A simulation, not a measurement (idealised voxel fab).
process module | voxel released beams
cross-section cut | 255 nm wide | cells 5 nm
A cross-section is a grid of square cells, given in bands from the top down. A band is one or more rows of cells.
Each band's line starts with the height of the band's top and of its bottom, in nm. Then come its materials from left to right, each with its width in nm. One material with "throughout" fills the band from edge to edge. "air" is empty space.
Height 0 is the level under which the wafer as received is all one material. The lowest band goes on downwards, as in "0 down".
A width such as "30 to 40" changes by the same amount from each row of cells to the next, from the band's top row to its bottom row.
"no change" after a step means that no cell of the cross-section changed.
closed voids: empty space of 8 cells or more with no open way to the top, each as width x height at its distance from the left edge, in nm
after a step's settings: what the simulator itself notes on the step
overlay nm, on a step with a mask: how far to the right of its planned place the mask lay; to the left if negative
plan
1 op RECEIVE | material Si
2 op CONFORMAL_DEP | material Al2O3 | thk nm 5
3 op DIRECTIONAL_DEP | material SiO2 | thk nm 15
4 op MASKED_ETCH | tone open | mask id ANCHOR | width nm 35 | etch materials SiO2 | depth nm 15 | overlay nm 0
5 op CONFORMAL_DEP | material W | thk nm 10
6 op DIRECTIONAL_DEP | material aC | thk nm 10
7 op PATTERN | tone cover | mask id BEAM | material resist | width nm 95 | thk nm 30 | overlay nm 0
8 op DIRECTIONAL_ETCH | etch materials aC | depth nm 10
9 op STRIP | etch materials resist
10 op DIRECTIONAL_ETCH | etch materials W | depth nm 10
11 op STRIP | etch materials aC
12 op STRIP | etch materials SiO2
first wafer, as planned
as received, after step 1
  0 down: Si throughout
  closed voids: none
after step 2
  5 to 0: Al2O3 throughout
  below 0: unchanged
after step 3
  20 to 5: SiO2 throughout
  below 5: unchanged
after step 4
  20 to 5: SiO2 80 | air 35 | SiO2 140
  below 5: unchanged
after step 5
  30 to 20: W 90 | air 15 | W 150
  20 to 15: SiO2 80 | W 10 | air 15 | W 10 | SiO2 140
  15 to 5: SiO2 80 | W 35 | SiO2 140
  below 5: unchanged
after step 6
  40 to 30: aC 90 | air 15 | aC 150
  30 to 25: W 90 | air 15 | W 150
  25 to 20: W 90 | aC 15 | W 150
  20 to 15: SiO2 80 | W 10 | aC 15 | W 10 | SiO2 140
  below 15: unchanged
after step 7
  70 to 40: air 75 | resist 95 | air 85
  40 to 30: aC 90 | resist 15 | aC 150
  30 to 25: W 90 | resist 15 | W 150
  below 25: unchanged
after step 8
  60 to 40: air 75 | resist 95 | air 85
  40 to 30: air 75 | aC 15 | resist 15 | aC 65 | air 85
  below 30: unchanged
after step 9
  40 to 30: air 75 | aC 15 | air 15 | aC 65 | air 85
  30 to 25: W 90 | air 15 | W 150
  below 25: unchanged
after step 10
  40 to 30: air 75 | aC 15 | air 15 | aC 65 | air 85
  30 to 25: air 75 | W 15 | air 15 | W 65 | air 85
  25 to 20: air 75 | W 15 | aC 15 | W 65 | air 85
  below 20: unchanged
after step 11
  30 to 20: air 75 | W 15 | air 15 | W 65 | air 85
  20 to 15: SiO2 80 | W 10 | air 15 | W 10 | SiO2 140
  below 15: unchanged
after step 12
  30 to 20: air 75 | W 15 | air 15 | W 65 | air 85
  20 to 15: air 80 | W 10 | air 15 | W 10 | air 140
  15 to 5: air 80 | W 35 | air 140
  below 5: unchanged
second wafer: like start, like plan, one mistake. Through step 1 it matches the first wafer
when step 2 should have ended
  15 to 0: SiO2 throughout
  below 0: unchanged
when step 3 should have ended
  20 to 15: Al2O3 throughout
  below 15: unchanged
when step 4 should have ended: no change
when step 5 should have ended
  30 to 20: W throughout
  below 20: unchanged
when step 6 should have ended
  40 to 30: aC throughout
  below 30: unchanged
when step 7 should have ended
  70 to 40: air 75 | resist 95 | air 85
  below 40: unchanged
when step 8 should have ended
  60 to 40: air 75 | resist 95 | air 85
  40 to 30: air 75 | aC 95 | air 85
  below 30: unchanged
when step 9 should have ended
  40 to 30: air 75 | aC 95 | air 85
  below 30: unchanged
when step 10 should have ended
  40 to 30: air 75 | aC 95 | air 85
  30 to 20: air 75 | W 95 | air 85
  below 20: unchanged
when step 11 should have ended
  30 to 20: air 75 | W 95 | air 85
  below 20: unchanged
when step 12 should have ended: no change
what went wrong: steps 2 and 3 were swapped
at the end the second wafer has, in cells: 153 more of SiO2 | 12 fewer of W
